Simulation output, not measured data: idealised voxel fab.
process module | voxel wiring stack
The figure presents cross-section cut, which has a width of 290 nm and is divided into square cells with an edge length of 5 nm.
Each cross-section below is a grid of square cells, stated as bands in top-down order, with one or more rows of cells making up each band.
Band: top height; bottom height; in nm. Then, left to right: material with width in nm, for each material. "throughout": a single material spanning edge to edge. "blank": empty space.
Ref level 0: as-received wafer is one material below here. Bottom band extends down with no lower bound ("0..down").
So if you see something like "30 to 40" for the width, read it as the top row of the band sitting at the first number and the bottom row at the second, with every row in between moving by the same amount as the last.
The designation "changes: none", where it is given for a processing step, indicates that no cell of the cross-section was altered in the course of that step.
"Entrapped voids" - sealed voids, min. 8 cells, no opening to top; format: width x height at distance (distance from left edge; nm throughout).
It should be noted that, on the line of a given step, the content following the step's settings is a remark produced by the simulator itself with respect to that step.
What "overlay nm" on a step's line means: if the step has a mask, that mask lay this far to the right of its planned place, or, when the value is negative, to the left.

### Process steps (planned)
1: RECEIVE, material Si
2: CONFORMAL_DEP, material SiO2, thk nm 10
3: DIRECTIONAL_DEP, material TiN, thk nm 5
4: DIRECTIONAL_DEP, material W, thk nm 20
5: MASKED_ETCH, tone cover, mask id METAL_1, width nm 25, pitch nm 45, etch materials W, depth nm 20, overlay nm 0
6: MASKED_ETCH, tone cover, mask id METAL_1, width nm 25, pitch nm 45, etch materials TiN, depth nm 5, overlay nm 0
7: FILL_DEP, material lowk, thk nm 5
8: CMP, height nm 35
9: CONFORMAL_DEP, material SiCN, thk nm 5
10: DIRECTIONAL_DEP, material lowk, thk nm 30
11: DIRECTIONAL_DEP, material aC, thk nm 10
12: PATTERN, tone open, mask id METAL_2_HOLES, material resist, width nm 15, thk nm 30, overlay nm 0
13: DIRECTIONAL_ETCH, etch materials aC, depth nm 10
14: STRIP, etch materials resist
15: DIRECTIONAL_ETCH, etch materials lowk, depth nm 30
16: STRIP, etch materials aC
17: MASKED_ETCH, tone open, mask id METAL_2, width nm 25, pitch nm 45, etch materials lowk, depth nm 15, overlay nm 0
18: MASKED_ETCH, tone open, mask id METAL_2, width nm 25, pitch nm 45, etch materials SiCN, depth nm 5, overlay nm 0
19: CONFORMAL_DEP, material TiN, thk nm 5
20: FILL_DEP, material Ru, thk nm 10
21: CMP, height nm 70
22: CONFORMAL_DEP, material SiN, thk nm 5

### Incoming wafer, cross-sectional view, post step 1
  0..down | Si throughout
  Entrapped voids: none

### The module was run from the start shown above using the plan shown above, but one mistake was made doing it; the resulting wafer cross-section is below
  75..70 | SiN throughout
  70..60 | lowk 105 / TiN 5 / Ru 20 / TiN 5 / lowk 20 / TiN 5 / Ru 15 / TiN 5 / lowk 110
  60..55 | lowk 105 / TiN 5 / Ru 15 / TiN 10 / lowk 20 / TiN 25 / lowk 110
  55..45 | lowk 105 / TiN 5 / Ru 15 / TiN 5 / lowk 160
  45..40 | lowk 105 / TiN 10 / Ru 10 / TiN 5 / lowk 160
  40..35 | SiCN 110 / TiN 20 / SiCN 160
  35..15 | lowk 110 / W 25 / lowk 20 / W 25 / lowk 110
  15..10 | lowk 110 / TiN 25 / lowk 20 / TiN 25 / lowk 110
  10..0 | SiO2 throughout
  0..down | Si throughout
  Entrapped voids: none
Misprocessing identified: step 12 was run on a setting that differed from the plan, and what really ran there is PATTERN, tone open, mask id METAL_2_HOLES, material resist, width nm 25, thk nm 30, overlay nm 0
